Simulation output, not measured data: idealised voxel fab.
The process module that follows is named voxel transistor to metal.
Displayed cross-section: cut, width of 285 nm, square cells sized 5 nm.
Notation: cross-section as square-cell grid; stated in bands, top first, going down; one or more cell rows per band. Look at the band entry: it leads with the top's height and the bottom's height in nm. Then it lists the materials left to right, with a width in nm for each. The word "all across" on a single material says that material fills the band edge to edge. The word "air" is empty space. It should be noted that heights are counted from 0, beneath which the wafer as supplied is of one material throughout, and that the lowest band possesses no lower boundary but continues downward, as written in "0 -> down". The two numbers in a width such as "30..40" mark its ends across the band: the first belongs to the top row of cells, the second to the bottom row, and from each row to the next the width moves by the same amount. "everything unchanged" -> step changed no cross-section cell. Voids not open to the top, 8 cells minimum: see "Sealed void inventory". Written width x height at distance; distance is from the left edge; nm. On each step's line, the part that comes after the settings is the simulator's own comment on the step. overlay nm: on a step with a mask, how far right of its planned place the mask lay; negative means left.
Process steps - plan
- 1: RECEIVE [material Si]
- 2: OXIDIZE [depth nm 5]
- 3: CONFORMAL_DEP [material SiN] [thk nm 10]
- 4: MASKED_ETCH [tone cover] [mask id ACTIVE] [width nm 100] [pitch nm 130] [etch materials SiN] [depth nm 10] [overlay nm 0]
- 5: MASKED_ETCH [tone cover] [mask id ACTIVE] [width nm 100] [pitch nm 130] [etch materials SiO2] [depth nm 5] [overlay nm 0]
- 6: MASKED_ETCH [tone cover] [mask id ACTIVE] [width nm 100] [pitch nm 130] [etch materials Si] [depth nm 30] [overlay nm 0]
- 7: FILL_DEP [material SiO2] [thk nm 5]
- 8: CMP [height nm 10]
- 9: SELECTIVE_ETCH [etch materials SiO2] [depth nm 5]
- 10: STRIP [etch materials SiN]
- 11: SELECTIVE_ETCH [etch materials SiO2] [depth nm 5]
- 12: OXIDIZE [depth nm 5]
- 13: DIRECTIONAL_DEP [material polySi] [thk nm 25]
- 14: DIRECTIONAL_DEP [material SiCN] [thk nm 15]
- 15: DIRECTIONAL_DEP [material aC] [thk nm 15]
- 16: PATTERN [tone cover] [mask id GATE] [material resist] [width nm 20] [pitch nm 130] [thk nm 35] [overlay nm 0]
- 17: DIRECTIONAL_ETCH [etch materials aC] [depth nm 15]
- 18: STRIP [etch materials resist]
- 19: DIRECTIONAL_ETCH [etch materials SiCN] [depth nm 25]
- 20: DIRECTIONAL_ETCH [etch materials polySi] [depth nm 35]
- 21: STRIP [etch materials aC]
- 22: CONFORMAL_DEP [material SiO2] [thk nm 5]
- 23: DIRECTIONAL_ETCH [etch materials SiO2] [depth nm 5]
- 24: CONFORMAL_DEP [material SiN] [thk nm 10]
- 25: DIRECTIONAL_ETCH [etch materials SiN] [depth nm 10]
- 26: DIRECTIONAL_ETCH [etch materials SiO2] [depth nm 5]
- 27: EPI [material pSi] [thk nm 5]
- 28: FILL_DEP [material SiO2] [thk nm 10]
- 29: CMP [height nm 35]
- 30: DIRECTIONAL_DEP [material SiO2] [thk nm 15]
- 31: PATTERN [tone open] [mask id CONTACT] [material resist] [width nm 15] [pitch nm 65] [thk nm 20] [overlay nm 0]
- 32: DIRECTIONAL_ETCH [etch materials SiO2] [depth nm 55]
- 33: STRIP [etch materials resist]
- 34: CONFORMAL_DEP [material TiN] [thk nm 5]
- 35: FILL_DEP [material Ru] [thk nm 5]
- 36: CMP [height nm 50]
- 37: CONFORMAL_DEP [material SiCN] [thk nm 5]
- 38: DIRECTIONAL_DEP [material lowk] [thk nm 20]
- 39: PATTERN [tone open] [mask id METAL_1] [material resist] [width nm 15] [pitch nm 65] [thk nm 15] [overlay nm 0]
- 40: DIRECTIONAL_ETCH [etch materials lowk] [depth nm 20]
- 41: DIRECTIONAL_ETCH [etch materials SiCN] [depth nm 5]
- 42: STRIP [etch materials resist]
- 43: CONFORMAL_DEP [material TiN] [thk nm 5]
- 44: FILL_DEP [material W] [thk nm 10]
- 45: CMP [height nm 75]
- 46: EPI [material Ru] [thk nm 5]
- 47: FILL_DEP [material SiCN] [thk nm 5]
Concerning the first of two wafers, which was run in accordance with the plan
The cross-section here shows the wafer as received, i.e. in its state after step 1
0 -> down  Si all across
Sealed void inventory: none
Once step 2 is through, the wafer looks like this in cross-section
0 -> -5  SiO2 all across
Unchanged below -5.
Once step 3 is through, the wafer looks like this in cross-section
10 -> 0  SiN all across
Unchanged below 0.
Once step 4 is through, the wafer looks like this in cross-section
10 -> 0  air (25), then SiN (100), then air (30), then SiN (100), then air (30)
Unchanged below 0.
Once step 5 is through, the wafer looks like this in cross-section
10 -> 0  air (25), then SiN (100), then air (30), then SiN (100), then air (30)
0 -> -5  air (25), then SiO2 (100), then air (30), then SiO2 (100), then air (30)
Unchanged below -5.
Once step 6 is through, the wafer looks like this in cross-section
10 -> 0  air (25), then SiN (100), then air (30), then SiN (100), then air (30)
0 -> -5  air (25), then SiO2 (100), then air (30), then SiO2 (100), then air (30)
-5 -> -35  air (25), then Si (100), then air (30), then Si (100), then air (30)
Unchanged below -35.
Once step 7 is through, the wafer looks like this in cross-section
15 -> 10  SiO2 all across
10 -> 0  SiO2 (25), then SiN (100), then SiO2 (30), then SiN (100), then SiO2 (30)
0 -> -5  SiO2 all across
-5 -> -35  SiO2 (25), then Si (100), then SiO2 (30), then Si (100), then SiO2 (30)
Unchanged below -35.
Once step 8 is through, the wafer looks like this in cross-section
10 -> 0  SiO2 (25), then SiN (100), then SiO2 (30), then SiN (100), then SiO2 (30)
Unchanged below 0.
Once step 9 is through, the wafer looks like this in cross-section
10 -> 5  air (25), then SiN (100), then air (30), then SiN (100), then air (30)
Unchanged below 5.
Once step 10 is through, the wafer looks like this in cross-section
5 -> 0  SiO2 (25), then air (100), then SiO2 (30), then air (100), then SiO2 (30)
Unchanged below 0.
Once step 11 is through, the wafer looks like this in cross-section
0 -> -5  SiO2 (20), then air (110), then SiO2 (20), then air (110), then SiO2 (25)
Unchanged below -5.
Once step 12 is through, the wafer looks like this in cross-section
0 -> -5  SiO2 (20), then air (110), then SiO2 (20), then air (110), then SiO2 (25)
-5 -> -10  SiO2 all across
Unchanged below -10.
Once step 13 is through, the wafer looks like this in cross-section
25 -> 20  polySi (20), then air (110), then polySi (20), then air (110), then polySi (25)
20 -> 0  polySi all across
0 -> -5  SiO2 (20), then polySi (110), then SiO2 (20), then polySi (110), then SiO2 (25)
Unchanged below -5.
Once step 14 is through, the wafer looks like this in cross-section
40 -> 35  SiCN (20), then air (110), then SiCN (20), then air (110), then SiCN (25)
35 -> 25  SiCN all across
25 -> 20  polySi (20), then SiCN (110), then polySi (20), then SiCN (110), then polySi (25)
Unchanged below 20.
Once step 15 is through, the wafer looks like this in cross-section
55 -> 50  aC (20), then air (110), then aC (20), then air (110), then aC (25)
50 -> 40  aC all across
40 -> 35  SiCN (20), then aC (110), then SiCN (20), then aC (110), then SiCN (25)
Unchanged below 35.
Once step 16 is through, the wafer looks like this in cross-section
90 -> 55  air (65), then resist (20), then air (110), then resist (20), then air (70)
55 -> 50  aC (20), then air (45), then resist (20), then air (45), then aC (20), then air (45), then resist (20), then air (45), then aC (25)
Unchanged below 50.
Once step 17 is through, the wafer looks like this in cross-section
75 -> 50  air (65), then resist (20), then air (110), then resist (20), then air (70)
50 -> 40  air (65), then aC (20), then air (110), then aC (20), then air (70)
40 -> 35  SiCN (20), then air (45), then aC (20), then air (45), then SiCN (20), then air (45), then aC (20), then air (45), then SiCN (25)
Unchanged below 35.
Once step 18 is through, the wafer looks like this in cross-section
50 -> 40  air (65), then aC (20), then air (110), then aC (20), then air (70)
Unchanged below 40.
Once step 19 is through, the wafer looks like this in cross-section
50 -> 35  air (65), then aC (20), then air (110), then aC (20), then air (70)
35 -> 25  air (65), then SiCN (20), then air (110), then SiCN (20), then air (70)
25 -> 20  polySi (20), then air (45), then SiCN (20), then air (45), then polySi (20), then air (45), then SiCN (20), then air (45), then polySi (25)
Unchanged below 20.
Once step 20 is through, the wafer looks like this in cross-section
50 -> 35  air (65), then aC (20), then air (110), then aC (20), then air (70)
35 -> 20  air (65), then SiCN (20), then air (110), then SiCN (20), then air (70)
20 -> 0  air (65), then polySi (20), then air (110), then polySi (20), then air (70)
0 -> -5  SiO2 (20), then air (45), then polySi (20), then air (45), then SiO2 (20), then air (45), then polySi (20), then air (45), then SiO2 (25)
Unchanged below -5.
Once step 21 is through, the wafer looks like this in cross-section
35 -> 20  air (65), then SiCN (20), then air (110), then SiCN (20), then air (70)
Unchanged below 20.
Once step 22 is through, the wafer looks like this in cross-section
40 -> 35  air (60), then SiO2 (30), then air (100), then SiO2 (30), then air (65)
35 -> 20  air (60), then SiO2 (5), then SiCN (20), then SiO2 (5), then air (100), then SiO2 (5), then SiCN (20), then SiO2 (5), then air (65)
20 -> 5  air (60), then SiO2 (5), then polySi (20), then SiO2 (5), then air (100), then SiO2 (5), then polySi (20), then SiO2 (5), then air (65)
5 -> 0  SiO2 (25), then air (35), then SiO2 (5), then polySi (20), then SiO2 (5), then air (35), then SiO2 (30), then air (35), then SiO2 (5), then polySi (20), then SiO2 (5), then air (35), then SiO2 (30)
0 -> -5  SiO2 (65), then polySi (20), then SiO2 (110), then polySi (20), then SiO2 (70)
Unchanged below -5.
Once step 23 is through, the wafer looks like this in cross-section
35 -> 20  air (60), then SiO2 (5), then SiCN (20), then SiO2 (5), then air (100), then SiO2 (5), then SiCN (20), then SiO2 (5), then air (65)
20 -> 0  air (60), then SiO2 (5), then polySi (20), then SiO2 (5), then air (100), then SiO2 (5), then polySi (20), then SiO2 (5), then air (65)
0 -> -5  SiO2 (25), then air (35), then SiO2 (5), then polySi (20), then SiO2 (5), then air (35), then SiO2 (30), then air (35), then SiO2 (5), then polySi (20), then SiO2 (5), then air (35), then SiO2 (30)
Unchanged below -5.
Once step 24 is through, the wafer looks like this in cross-section
45 -> 35  air (50), then SiN (50), then air (80), then SiN (50), then air (55)
35 -> 20  air (50), then SiN (10), then SiO2 (5), then SiCN (20), then SiO2 (5), then SiN (10), then air (80), then SiN (10), then SiO2 (5), then SiCN (20), then SiO2 (5), then SiN (10), then air (55)
20 -> 10  air (50), then SiN (10), then SiO2 (5), then polySi (20), then SiO2 (5), then SiN (10), then air (80), then SiN (10), then SiO2 (5), then polySi (20), then SiO2 (5), then SiN (10), then air (55)
10 -> 5  SiN (35), then air (15), then SiN (10), then SiO2 (5), then polySi (20), then SiO2 (5), then SiN (10), then air (15), then SiN (50), then air (15), then SiN (10), then SiO2 (5), then polySi (20), then SiO2 (5), then SiN (10), then air (15), then SiN (40)
5 -> 0  SiN (60), then SiO2 (5), then polySi (20), then SiO2 (5), then SiN (100), then SiO2 (5), then polySi (20), then SiO2 (5), then SiN (65)
0 -> -5  SiO2 (25), then SiN (35), then SiO2 (5), then polySi (20), then SiO2 (5), then SiN (35), then SiO2 (30), then SiN (35), then SiO2 (5), then polySi (20), then SiO2 (5), then SiN (35), then SiO2 (30)
Unchanged below -5.
Once step 25 is through, the wafer looks like this in cross-section
35 -> 20  air (50), then SiN (10), then SiO2 (5), then SiCN (20), then SiO2 (5), then SiN (10), then air (80), then SiN (10), then SiO2 (5), then SiCN (20), then SiO2 (5), then SiN (10), then air (55)
20 -> 0  air (50), then SiN (10), then SiO2 (5), then polySi (20), then SiO2 (5), then SiN (10), then air (80), then SiN (10), then SiO2 (5), then polySi (20), then SiO2 (5), then SiN (10), then air (55)
0 -> -5  SiO2 (25), then SiN (10), then air (15), then SiN (10), then SiO2 (5), then polySi (20), then SiO2 (5), then SiN (10), then air (15), then SiN (10), then SiO2 (30), then SiN (10), then air (15), then SiN (10), then SiO2 (5), then polySi (20), then SiO2 (5), then SiN (10), then air (15), then SiN (10), then SiO2 (30)
Unchanged below -5.
Once step 26 is through, the wafer looks like this in cross-section
35 -> 30  air (50), then SiN (10), then air (5), then SiCN (20), then air (5), then SiN (10), then air (80), then SiN (10), then air (5), then SiCN (20), then air (5), then SiN (10), then air (55)
30 -> 20  air (50), then SiN (10), then SiO2 (5), then SiCN (20), then SiO2 (5), then SiN (10), then air (80), then SiN (10), then SiO2 (5), then SiCN (20), then SiO2 (5), then SiN (10), then air (55)
20 -> 0  air (50), then SiN (10), then SiO2 (5), then polySi (20), then SiO2 (5), then SiN (10), then air (80), then SiN (10), then SiO2 (5), then polySi (20), then SiO2 (5), then SiN (10), then air (55)
0 -> -5  air (25), then SiN (10), then air (15), then SiN (10), then SiO2 (5), then polySi (20), then SiO2 (5), then SiN (10), then air (15), then SiN (10), then air (30), then SiN (10), then air (15), then SiN (10), then SiO2 (5), then polySi (20), then SiO2 (5), then SiN (10), then air (15), then SiN (10), then air (30)
-5 -> -10  SiO2 (35), then air (15), then SiO2 (50), then air (15), then SiO2 (50), then air (15), then SiO2 (50), then air (15), then SiO2 (40)
Unchanged below -10.
Once step 27 is through, the wafer looks like this in cross-section
35 -> 30  air (50), then SiN (10), then air (5), then SiCN (20), then air (5), then SiN (10), then air (80), then SiN (10), then air (5), then SiCN (20), then air (5), then SiN (10), then air (55)
30 -> 20  air (50), then SiN (10), then SiO2 (5), then SiCN (20), then SiO2 (5), then SiN (10), then air (80), then SiN (10), then SiO2 (5), then SiCN (20), then SiO2 (5), then SiN (10), then air (55)
20 -> 0  air (50), then SiN (10), then SiO2 (5), then polySi (20), then SiO2 (5), then SiN (10), then air (80), then SiN (10), then SiO2 (5), then polySi (20), then SiO2 (5), then SiN (10), then air (55)
0 -> -5  air (25), then SiN (10), then air (15), then SiN (10), then SiO2 (5), then polySi (20), then SiO2 (5), then SiN (10), then air (15), then SiN (10), then air (30), then SiN (10), then air (15), then SiN (10), then SiO2 (5), then polySi (20), then SiO2 (5), then SiN (10), then air (15), then SiN (10), then air (30)
-5 -> -10  SiO2 (35), then pSi (15), then SiO2 (50), then pSi (15), then SiO2 (50), then pSi (15), then SiO2 (50), then pSi (15), then SiO2 (40)
Unchanged below -10.
Once step 28 is through, the wafer looks like this in cross-section
45 -> 35  SiO2 all across
35 -> 20  SiO2 (50), then SiN (10), then SiO2 (5), then SiCN (20), then SiO2 (5), then SiN (10), then SiO2 (80), then SiN (10), then SiO2 (5), then SiCN (20), then SiO2 (5), then SiN (10), then SiO2 (55)
20 -> 0  SiO2 (50), then SiN (10), then SiO2 (5), then polySi (20), then SiO2 (5), then SiN (10), then SiO2 (80), then SiN (10), then SiO2 (5), then polySi (20), then SiO2 (5), then SiN (10), then SiO2 (55)
0 -> -5  SiO2 (25), then SiN (10), then SiO2 (15), then SiN (10), then SiO2 (5), then polySi (20), then SiO2 (5), then SiN (10), then SiO2 (15), then SiN (10), then SiO2 (30), then SiN (10), then SiO2 (15), then SiN (10), then SiO2 (5), then polySi (20), then SiO2 (5), then SiN (10), then SiO2 (15), then SiN (10), then SiO2 (30)
Unchanged below -5.
Once step 29 is through, the wafer looks like this in cross-section
35 -> 20  SiO2 (50), then SiN (10), then SiO2 (5), then SiCN (20), then SiO2 (5), then SiN (10), then SiO2 (80), then SiN (10), then SiO2 (5), then SiCN (20), then SiO2 (5), then SiN (10), then SiO2 (55)
Unchanged below 20.
Once step 30 is through, the wafer looks like this in cross-section
50 -> 35  SiO2 all across
Unchanged below 35.
Once step 31 is through, the wafer looks like this in cross-section
70 -> 50  resist (35), then air (15), then resist (50), then air (15), then resist (50), then air (15), then resist (50), then air (15), then resist (40)
Unchanged below 50.
Once step 32 is through, the wafer looks like this in cross-section
70 -> 50  resist (35), then air (15), then resist (50), then air (15), then resist (50), then air (15), then resist (50), then air (15), then resist (40)
50 -> 35  SiO2 (35), then air (15), then SiO2 (50), then air (15), then SiO2 (50), then air (15), then SiO2 (50), then air (15), then SiO2 (40)
35 -> 20  SiO2 (35), then air (15), then SiN (10), then SiO2 (5), then SiCN (20), then SiO2 (5), then SiN (10), then air (15), then SiO2 (50), then air (15), then SiN (10), then SiO2 (5), then SiCN (20), then SiO2 (5), then SiN (10), then air (15), then SiO2 (40)
20 -> 0  SiO2 (35), then air (15), then SiN (10), then SiO2 (5), then polySi (20), then SiO2 (5), then SiN (10), then air (15), then SiO2 (50), then air (15), then SiN (10), then SiO2 (5), then polySi (20), then SiO2 (5), then SiN (10), then air (15), then SiO2 (40)
0 -> -5  SiO2 (25), then SiN (10), then air (15), then SiN (10), then SiO2 (5), then polySi (20), then SiO2 (5), then SiN (10), then air (15), then SiN (10), then SiO2 (30), then SiN (10), then air (15), then SiN (10), then SiO2 (5), then polySi (20), then SiO2 (5), then SiN (10), then air (15), then SiN (10), then SiO2 (30)
Unchanged below -5.
Once step 33 is through, the wafer looks like this in cross-section
50 -> 35  SiO2 (35), then air (15), then SiO2 (50), then air (15), then SiO2 (50), then air (15), then SiO2 (50), then air (15), then SiO2 (40)
Unchanged below 35.
Once step 34 is through, the wafer looks like this in cross-section
55 -> 50  TiN (40), then air (5), then TiN (60), then air (5), then TiN (60), then air (5), then TiN (60), then air (5), then TiN (45)
50 -> 35  SiO2 (35), then TiN (5), then air (5), then TiN (5), then SiO2 (50), then TiN (5), then air (5), then TiN (5), then SiO2 (50), then TiN (5), then air (5), then TiN (5), then SiO2 (50), then TiN (5), then air (5), then TiN (5), then SiO2 (40)
35 -> 20  SiO2 (35), then TiN (5), then air (5), then TiN (5), then SiN (10), then SiO2 (5), then SiCN (20), then SiO2 (5), then SiN (10), then TiN (5), then air (5), then TiN (5), then SiO2 (50), then TiN (5), then air (5), then TiN (5), then SiN (10), then SiO2 (5), then SiCN (20), then SiO2 (5), then SiN (10), then TiN (5), then air (5), then TiN (5), then SiO2 (40)
20 -> 0  SiO2 (35), then TiN (5), then air (5), then TiN (5), then SiN (10), then SiO2 (5), then polySi (20), then SiO2 (5), then SiN (10), then TiN (5), then air (5), then TiN (5), then SiO2 (50), then TiN (5), then air (5), then TiN (5), then SiN (10), then SiO2 (5), then polySi (20), then SiO2 (5), then SiN (10), then TiN (5), then air (5), then TiN (5), then SiO2 (40)
0 -> -5  SiO2 (25), then SiN (10), then TiN (15), then SiN (10), then SiO2 (5), then polySi (20), then SiO2 (5), then SiN (10), then TiN (15), then SiN (10), then SiO2 (30), then SiN (10), then TiN (15), then SiN (10), then SiO2 (5), then polySi (20), then SiO2 (5), then SiN (10), then TiN (15), then SiN (10), then SiO2 (30)
Unchanged below -5.
Once step 35 is through, the wafer looks like this in cross-section
60 -> 55  Ru all across
55 -> 50  TiN (40), then Ru (5), then TiN (60), then Ru (5), then TiN (60), then Ru (5), then TiN (60), then Ru (5), then TiN (45)
50 -> 35  SiO2 (35), then TiN (5), then Ru (5), then TiN (5), then SiO2 (50), then TiN (5), then Ru (5), then TiN (5), then SiO2 (50), then TiN (5), then Ru (5), then TiN (5), then SiO2 (50), then TiN (5), then Ru (5), then TiN (5), then SiO2 (40)
35 -> 20  SiO2 (35), then TiN (5), then Ru (5), then TiN (5), then SiN (10), then SiO2 (5), then SiCN (20), then SiO2 (5), then SiN (10), then TiN (5), then Ru (5), then TiN (5), then SiO2 (50), then TiN (5), then Ru (5), then TiN (5), then SiN (10), then SiO2 (5), then SiCN (20), then SiO2 (5), then SiN (10), then TiN (5), then Ru (5), then TiN (5), then SiO2 (40)
20 -> 0  SiO2 (35), then TiN (5), then Ru (5), then TiN (5), then SiN (10), then SiO2 (5), then polySi (20), then SiO2 (5), then SiN (10), then TiN (5), then Ru (5), then TiN (5), then SiO2 (50), then TiN (5), then Ru (5), then TiN (5), then SiN (10), then SiO2 (5), then polySi (20), then SiO2 (5), then SiN (10), then TiN (5), then Ru (5), then TiN (5), then SiO2 (40)
Unchanged below 0.
Once step 36 is through, the wafer looks like this in cross-section
50 -> 35  SiO2 (35), then TiN (5), then Ru (5), then TiN (5), then SiO2 (50), then TiN (5), then Ru (5), then TiN (5), then SiO2 (50), then TiN (5), then Ru (5), then TiN (5), then SiO2 (50), then TiN (5), then Ru (5), then TiN (5), then SiO2 (40)
Unchanged below 35.
Once step 37 is through, the wafer looks like this in cross-section
55 -> 50  SiCN all across
Unchanged below 50.
Once step 38 is through, the wafer looks like this in cross-section
75 -> 55  lowk all across
Unchanged below 55.
Once step 39 is through, the wafer looks like this in cross-section
90 -> 75  resist (35), then air (15), then resist (50), then air (15), then resist (50), then air (15), then resist (50), then air (15), then resist (40)
Unchanged below 75.
Once step 40 is through, the wafer looks like this in cross-section
90 -> 75  resist (35), then air (15), then resist (50), then air (15), then resist (50), then air (15), then resist (50), then air (15), then resist (40)
75 -> 55  lowk (35), then air (15), then lowk (50), then air (15), then lowk (50), then air (15), then lowk (50), then air (15), then lowk (40)
Unchanged below 55.
Once step 41 is through, the wafer looks like this in cross-section
90 -> 75  resist (35), then air (15), then resist (50), then air (15), then resist (50), then air (15), then resist (50), then air (15), then resist (40)
75 -> 55  lowk (35), then air (15), then lowk (50), then air (15), then lowk (50), then air (15), then lowk (50), then air (15), then lowk (40)
55 -> 50  SiCN (35), then air (15), then SiCN (50), then air (15), then SiCN (50), then air (15), then SiCN (50), then air (15), then SiCN (40)
Unchanged below 50.
Once step 42 is through, the wafer looks like this in cross-section
75 -> 55  lowk (35), then air (15), then lowk (50), then air (15), then lowk (50), then air (15), then lowk (50), then air (15), then lowk (40)
Unchanged below 55.
Once step 43 is through, the wafer looks like this in cross-section
80 -> 75  TiN (40), then air (5), then TiN (60), then air (5), then TiN (60), then air (5), then TiN (60), then air (5), then TiN (45)
75 -> 55  lowk (35), then TiN (5), then air (5), then TiN (5), then lowk (50), then TiN (5), then air (5), then TiN (5), then lowk (50), then TiN (5), then air (5), then TiN (5), then lowk (50), then TiN (5), then air (5), then TiN (5), then lowk (40)
55 -> 50  SiCN (35), then TiN (15), then SiCN (50), then TiN (15), then SiCN (50), then TiN (15), then SiCN (50), then TiN (15), then SiCN (40)
Unchanged below 50.
Once step 44 is through, the wafer looks like this in cross-section
90 -> 80  W all across
80 -> 75  TiN (40), then W (5), then TiN (60), then W (5), then TiN (60), then W (5), then TiN (60), then W (5), then TiN (45)
75 -> 55  lowk (35), then TiN (5), then W (5), then TiN (5), then lowk (50), then TiN (5), then W (5), then TiN (5), then lowk (50), then TiN (5), then W (5), then TiN (5), then lowk (50), then TiN (5), then W (5), then TiN (5), then lowk (40)
Unchanged below 55.
Once step 45 is through, the wafer looks like this in cross-section
75 -> 55  lowk (35), then TiN (5), then W (5), then TiN (5), then lowk (50), then TiN (5), then W (5), then TiN (5), then lowk (50), then TiN (5), then W (5), then TiN (5), then lowk (50), then TiN (5), then W (5), then TiN (5), then lowk (40)
Unchanged below 55.
Once step 46 is through, the wafer looks like this in cross-section
80 -> 75  air (30), then Ru (25), then air (40), then Ru (25), then air (40), then Ru (25), then air (40), then Ru (25), then air (35)
Unchanged below 75.
Once step 47 is through, the wafer looks like this in cross-section
85 -> 80  SiCN all across
80 -> 75  SiCN (30), then Ru (25), then SiCN (40), then Ru (25), then SiCN (40), then Ru (25), then SiCN (40), then Ru (25), then SiCN (35)
Unchanged below 75.
Notes, second wafer: start = first wafer's, plan = first wafer's, execution had one mistake; history identical to first through step 34
Second wafer, cross-section, planned end of step 35
60 -> 55  aC all across
55 -> 50  TiN (40), then aC (5), then TiN (60), then aC (5), then TiN (60), then aC (5), then TiN (60), then aC (5), then TiN (45)
50 -> 35  SiO2 (35), then TiN (5), then aC (5), then TiN (5), then SiO2 (50), then TiN (5), then aC (5), then TiN (5), then SiO2 (50), then TiN (5), then aC (5), then TiN (5), then SiO2 (50), then TiN (5), then aC (5), then TiN (5), then SiO2 (40)
35 -> 20  SiO2 (35), then TiN (5), then aC (5), then TiN (5), then SiN (10), then SiO2 (5), then SiCN (20), then SiO2 (5), then SiN (10), then TiN (5), then aC (5), then TiN (5), then SiO2 (50), then TiN (5), then aC (5), then TiN (5), then SiN (10), then SiO2 (5), then SiCN (20), then SiO2 (5), then SiN (10), then TiN (5), then aC (5), then TiN (5), then SiO2 (40)
20 -> 0  SiO2 (35), then TiN (5), then aC (5), then TiN (5), then SiN (10), then SiO2 (5), then polySi (20), then SiO2 (5), then SiN (10), then TiN (5), then aC (5), then TiN (5), then SiO2 (50), then TiN (5), then aC (5), then TiN (5), then SiN (10), then SiO2 (5), then polySi (20), then SiO2 (5), then SiN (10), then TiN (5), then aC (5), then TiN (5), then SiO2 (40)
Unchanged below 0.
Second wafer, cross-section, planned end of step 36
50 -> 35  SiO2 (35), then TiN (5), then aC (5), then TiN (5), then SiO2 (50), then TiN (5), then aC (5), then TiN (5), then SiO2 (50), then TiN (5), then aC (5), then TiN (5), then SiO2 (50), then TiN (5), then aC (5), then TiN (5), then SiO2 (40)
Unchanged below 35.
Second wafer, cross-section, planned end of step 37
55 -> 50  SiCN all across
Unchanged below 50.
Second wafer, cross-section, planned end of step 38
75 -> 55  lowk all across
Unchanged below 55.
Second wafer, cross-section, planned end of step 39
90 -> 75  resist (35), then air (15), then resist (50), then air (15), then resist (50), then air (15), then resist (50), then air (15), then resist (40)
Unchanged below 75.
Second wafer, cross-section, planned end of step 40
90 -> 75  resist (35), then air (15), then resist (50), then air (15), then resist (50), then air (15), then resist (50), then air (15), then resist (40)
75 -> 55  lowk (35), then air (15), then lowk (50), then air (15), then lowk (50), then air (15), then lowk (50), then air (15), then lowk (40)
Unchanged below 55.
Second wafer, cross-section, planned end of step 41
90 -> 75  resist (35), then air (15), then resist (50), then air (15), then resist (50), then air (15), then resist (50), then air (15), then resist (40)
75 -> 55  lowk (35), then air (15), then lowk (50), then air (15), then lowk (50), then air (15), then lowk (50), then air (15), then lowk (40)
55 -> 50  SiCN (35), then air (15), then SiCN (50), then air (15), then SiCN (50), then air (15), then SiCN (50), then air (15), then SiCN (40)
Unchanged below 50.
Second wafer, cross-section, planned end of step 42
75 -> 55  lowk (35), then air (15), then lowk (50), then air (15), then lowk (50), then air (15), then lowk (50), then air (15), then lowk (40)
Unchanged below 55.
Second wafer, cross-section, planned end of step 43
80 -> 75  TiN (40), then air (5), then TiN (60), then air (5), then TiN (60), then air (5), then TiN (60), then air (5), then TiN (45)
75 -> 55  lowk (35), then TiN (5), then air (5), then TiN (5), then lowk (50), then TiN (5), then air (5), then TiN (5), then lowk (50), then TiN (5), then air (5), then TiN (5), then lowk (50), then TiN (5), then air (5), then TiN (5), then lowk (40)
55 -> 50  SiCN (35), then TiN (15), then SiCN (50), then TiN (15), then SiCN (50), then TiN (15), then SiCN (50), then TiN (15), then SiCN (40)
Unchanged below 50.
Second wafer, cross-section, planned end of step 44
90 -> 80  W all across
80 -> 75  TiN (40), then W (5), then TiN (60), then W (5), then TiN (60), then W (5), then TiN (60), then W (5), then TiN (45)
75 -> 55  lowk (35), then TiN (5), then W (5), then TiN (5), then lowk (50), then TiN (5), then W (5), then TiN (5), then lowk (50), then TiN (5), then W (5), then TiN (5), then lowk (50), then TiN (5), then W (5), then TiN (5), then lowk (40)
Unchanged below 55.
Second wafer, cross-section, planned end of step 45
75 -> 55  lowk (35), then TiN (5), then W (5), then TiN (5), then lowk (50), then TiN (5), then W (5), then TiN (5), then lowk (50), then TiN (5), then W (5), then TiN (5), then lowk (50), then TiN (5), then W (5), then TiN (5), then lowk (40)
Unchanged below 55.
Second wafer, cross-section, planned end of step 46
80 -> 75  air (30), then Ru (25), then air (40), then Ru (25), then air (40), then Ru (25), then air (40), then Ru (25), then air (35)
Unchanged below 75.
Second wafer, cross-section, planned end of step 47
85 -> 80  SiCN all across
80 -> 75  SiCN (30), then Ru (25), then SiCN (40), then Ru (25), then SiCN (40), then Ru (25), then SiCN (40), then Ru (25), then SiCN (35)
Unchanged below 75.
Heads up, the wafer didn't run the way we planned it: step 35 ran differently from the plan; actual operation with settings: FILL_DEP [material aC] [thk nm 5]
Final wafer comparison in cells, second versus first, more or fewer per material: Ru: 40 fewer; aC: 40 more
